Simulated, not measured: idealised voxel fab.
Name of the process module below: voxel capacitor over wiring
This is section cut - it's 200 nm across, gridded in 5 nm square cells.
Cross-section format: a grid of square cells, given as bands from top to bottom; each band is one or more rows of cells.
For a band, the entry starts with two heights in nm, that of the top and then that of the bottom, and carries on with the band's materials in order from left to right, each alongside its width in nm; the word "everywhere" beside a single material means it fills the band edge to edge, and "empty" means empty space.
For the purposes of this specification, 0 denotes the height below which the wafer in its as-received condition is composed wholly of one material, and the lowermost band, lacking a lower limit, extends downward without end, as expressed in "0 and below".
A width given as "30 to 40" starts at the first number in the band's top row and ends at the second number in its bottom row, shifting by an equal amount at every step from row to row.
You'll sometimes find "remained unchanged" written for a step, and that's the way of saying that nowhere in the cross-section did a cell change during that step.
"Fully sealed cavities" - sealed voids, min. 8 cells, no opening to top; format: width x height at distance (distance from left edge; nm throughout).
What comes after the settings on a step's line is commentary from the simulator itself on that step.
"overlay nm", when on a step's line for a step with a mask, measures how far to the right of its planned place the mask lay; a negative measure means to the left.
THE PLANNED PROCESS STEPS ARE ENUMERATED HEREUNDER
1) RECEIVE (material Si)
2) CONFORMAL_DEP (material SiO2; thk nm 15)
3) CONFORMAL_DEP (material SiCN; thk nm 5)
4) DIRECTIONAL_DEP (material lowk; thk nm 20)
5) PATTERN (tone open; mask id METAL_1; material resist; width nm 20; pitch nm 70; thk nm 20; overlay nm 0)
6) DIRECTIONAL_ETCH (etch materials lowk; depth nm 20)
7) DIRECTIONAL_ETCH (etch materials SiCN; depth nm 5)
8) STRIP (etch materials resist)
9) CONFORMAL_DEP (material TiN; thk nm 5)
10) FILL_DEP (material Cu; thk nm 10)
11) CMP (height nm 40)
12) CONFORMAL_DEP (material SiCN; thk nm 5)
13) DIRECTIONAL_DEP (material lowk; thk nm 10)
14) PATTERN (tone open; mask id PLUG_1; material resist; width nm 15; thk nm 15; overlay nm 0)
15) DIRECTIONAL_ETCH (etch materials lowk; depth nm 10)
16) DIRECTIONAL_ETCH (etch materials SiCN; depth nm 5)
17) STRIP (etch materials resist)
18) EPI (material Ru; thk nm 10)
19) EPI (material Ru; thk nm 5)
20) DIRECTIONAL_DEP (material TiN; thk nm 5)
21) DIRECTIONAL_DEP (material SiN; thk nm 5)
22) DIRECTIONAL_DEP (material TiN; thk nm 5)
23) DIRECTIONAL_DEP (material aC; thk nm 10)
24) PATTERN (tone cover; mask id UPPER_PLATE; material resist; width nm 55; thk nm 30; overlay nm 0)
25) DIRECTIONAL_ETCH (etch materials aC; depth nm 10)
26) STRIP (etch materials resist)
27) DIRECTIONAL_ETCH (etch materials TiN; depth nm 5)
28) DIRECTIONAL_ETCH (etch materials SiN; depth nm 5)
29) STRIP (etch materials aC)
30) MASKED_ETCH (tone cover; mask id LOWER_PLATE; width nm 65; etch materials TiN; depth nm 5; overlay nm 0)
31) FILL_DEP (material SiO2; thk nm 15)
32) CMP (height nm 80)
33) PATTERN (tone open; mask id PLUG_2; material resist; width nm 15; thk nm 20; overlay nm 0)
34) DIRECTIONAL_ETCH (etch materials SiO2; depth nm 10)
35) STRIP (etch materials resist)
36) CONFORMAL_DEP (material TiN; thk nm 5)
37) FILL_DEP (material Cu; thk nm 10)
38) CMP (height nm 80)
39) CONFORMAL_DEP (material SiN; thk nm 5)
AS-RECEIVED WAFER CROSS-SECTION (AFTER STEP 1)
- 0 and below = Si everywhere
- Fully sealed cavities: none
SECTIONED VIEW, FIRST OF TWO WAFERS, AT THE CLOSE OF THE MODULE, PROCESSED AS INTENDED IN THE PLAN
- 85 down to 80 = SiN everywhere
- 80 down to 75 = 70 SiO2; 5 TiN; 5 Cu; 5 TiN; 115 SiO2
- 75 down to 65 = 70 to 60 SiO2; 15 to 55 TiN; 115 to 85 SiO2
- 65 down to 60 = 60 SiO2; 55 SiN; 85 SiO2
- 60 down to 55 = 55 SiO2; 65 TiN; 80 SiO2
- 55 down to 45 = 60 lowk; 15 Ru; 125 lowk
- 45 down to 40 = 60 SiCN; 15 Ru; 125 SiCN
- 40 down to 20 = 55 lowk; 5 TiN; 10 Cu; 5 TiN; 50 lowk; 5 TiN; 10 Cu; 5 TiN; 55 lowk
- 20 down to 15 = 55 SiCN; 20 TiN; 50 SiCN; 20 TiN; 55 SiCN
- 15 down to 0 = SiO2 everywhere
- 0 and below = Si everywhere
- Fully sealed cavities: none
CROSS-SECTIONAL VIEW OF THE SECOND OF TWO WAFERS UPON COMPLETION OF THE MODULE. THIS WAFER SHARED ITS STARTING CONDITION AND PROCESS PLAN WITH THE FIRST; ONE ERROR WAS MADE DURING ITS EXECUTION
- 85 down to 80 = SiN everywhere
- 80 down to 75 = 70 SiO2; 5 TiN; 5 Cu; 5 TiN; 115 SiO2
- 75 down to 65 = 70 to 60 SiO2; 15 to 55 TiN; 115 to 85 SiO2
- 65 down to 60 = 60 SiO2; 55 SiN; 85 SiO2
- 60 down to 55 = 55 SiO2; 65 TiN; 80 SiO2
- 55 down to 45 = 50 lowk; 15 Ru; 135 lowk
- 45 down to 40 = 50 SiCN; 15 Ru; 135 SiCN
- 40 down to 20 = 55 lowk; 5 TiN; 10 Cu; 5 TiN; 50 lowk; 5 TiN; 10 Cu; 5 TiN; 55 lowk
- 20 down to 15 = 55 SiCN; 20 TiN; 50 SiCN; 20 TiN; 55 SiCN
- 15 down to 0 = SiO2 everywhere
- 0 and below = Si everywhere
- Fully sealed cavities: none
Against the plan, the run slipped here: in deviation from the planned setting, step 14 was conducted as PATTERN (tone open; mask id PLUG_1; material resist; width nm 15; thk nm 15; overlay nm -10)
In the final comparison it is observed that the number of cells assigned to each material is identical for the two wafers, whereas their placement is not.
